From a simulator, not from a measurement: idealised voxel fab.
Herein follows the process module entitled voxel self aligned vias.
In the cross-section labelled cut, the width is 285 nm and each square cell is 5 nm.
This document writes a cross-section as a grid whose cells are square, and gives it as bands, listed from the top down; one or more rows of cells form a band. For a band, the entry starts with two heights in nm, that of the top and then that of the bottom, and carries on with the band's materials in order from left to right, each alongside its width in nm; the word "full width" beside a single material means it fills the band edge to edge, and "blank" means empty space. Measure heights from 0. That's the level where, below it, the as-received wafer is all one material. The lowest band is bottomless and extends downward; write it as in "top 0, no bottom". Width spec "30 to 40" -> top row of cells at first value, bottom row at second value, equal per-row change in between. Reading "left unchanged" for a step: not a cell of the cross-section changed in it. The list in "Sealed void list" covers empty spaces of 8 cells or more that cannot reach the top through any open way, and it gives each as width x height at distance; the distance is from the left edge, and width, height and distance are in nm. Whatever follows a step's settings on its line is a remark the simulator itself makes about that step. Among the settings permitted on a step's line is "overlay nm"; applied to a step with a mask, it specifies the extent to which the mask lay to the right of its planned position, whereas a negative figure signifies a position to the left.

-- The process steps that were planned are listed below
1) RECEIVE, material Si
2) CONFORMAL_DEP, material SiO2, thk nm 10
3) CONFORMAL_DEP, material SiCN, thk nm 5
4) DIRECTIONAL_DEP, material SiO2, thk nm 30
5) MASKED_ETCH, tone open, mask id LINES, width nm 25, pitch nm 60, etch materials SiO2, depth nm 30, overlay nm 0
6) CONFORMAL_DEP, material TiN, thk nm 5
7) FILL_DEP, material Ru, thk nm 5
8) CMP, height nm 45
9) SELECTIVE_ETCH, etch materials W Ru TiN, depth nm 10
10) FILL_DEP, material SiN, thk nm 5
11) CMP, height nm 45
12) DIRECTIONAL_DEP, material SiO2, thk nm 20
13) DIRECTIONAL_DEP, material aC, thk nm 10
14) PATTERN, tone open, mask id VIAS, material resist, width nm 45, pitch nm 60, thk nm 30, overlay nm 0
15) DIRECTIONAL_ETCH, etch materials aC, depth nm 10
16) STRIP, etch materials resist
17) DIRECTIONAL_ETCH, etch materials SiO2, depth nm 20
18) DIRECTIONAL_ETCH, etch materials SiN, depth nm 10
19) STRIP, etch materials aC
20) CONFORMAL_DEP, material TiN, thk nm 5
21) FILL_DEP, material Ru, thk nm 10
22) CMP, height nm 65
23) CONFORMAL_DEP, material SiCN, thk nm 5

-- as received, after step 1
    top 0, no bottom | Si full width
    Sealed void list: none

-- Wafer cross-section at end of module: start and plan as shown above, one execution error
    top 70, bottom 65 | SiCN full width
    top 65, bottom 50 | 90 nm SiO2, 5 nm TiN, 35 nm Ru, 5 nm TiN, 15 nm SiO2, 5 nm TiN, 35 nm Ru, 5 nm TiN, 90 nm SiO2
    top 50, bottom 40 | 90 to 110 nm SiO2, 25 to 5 nm TiN, 15 nm Ru, 5 nm TiN, 15 to 35 nm SiO2, 25 to 5 nm TiN, 15 nm Ru, 5 nm TiN, 90 nm SiO2
    top 40, bottom 35 | 110 nm SiO2, 25 nm TiN, 35 nm SiO2, 25 nm TiN, 90 nm SiO2
    top 35, bottom 20 | 110 nm SiO2, 5 nm TiN, 15 nm Ru, 5 nm TiN, 35 nm SiO2, 5 nm TiN, 15 nm Ru, 5 nm TiN, 90 nm SiO2
    top 20, bottom 15 | 110 nm SiO2, 25 nm TiN, 35 nm SiO2, 25 nm TiN, 90 nm SiO2
    top 15, bottom 10 | SiCN full width
    top 10, bottom 0 | SiO2 full width
    top 0, no bottom | Si full width
    Sealed void list: none
Finding, execution versus plan: rather than as planned, step 5 actually ran as MASKED_ETCH, tone open, mask id LINES, width nm 25, pitch nm 60, etch materials SiO2, depth nm 30, overlay nm 10
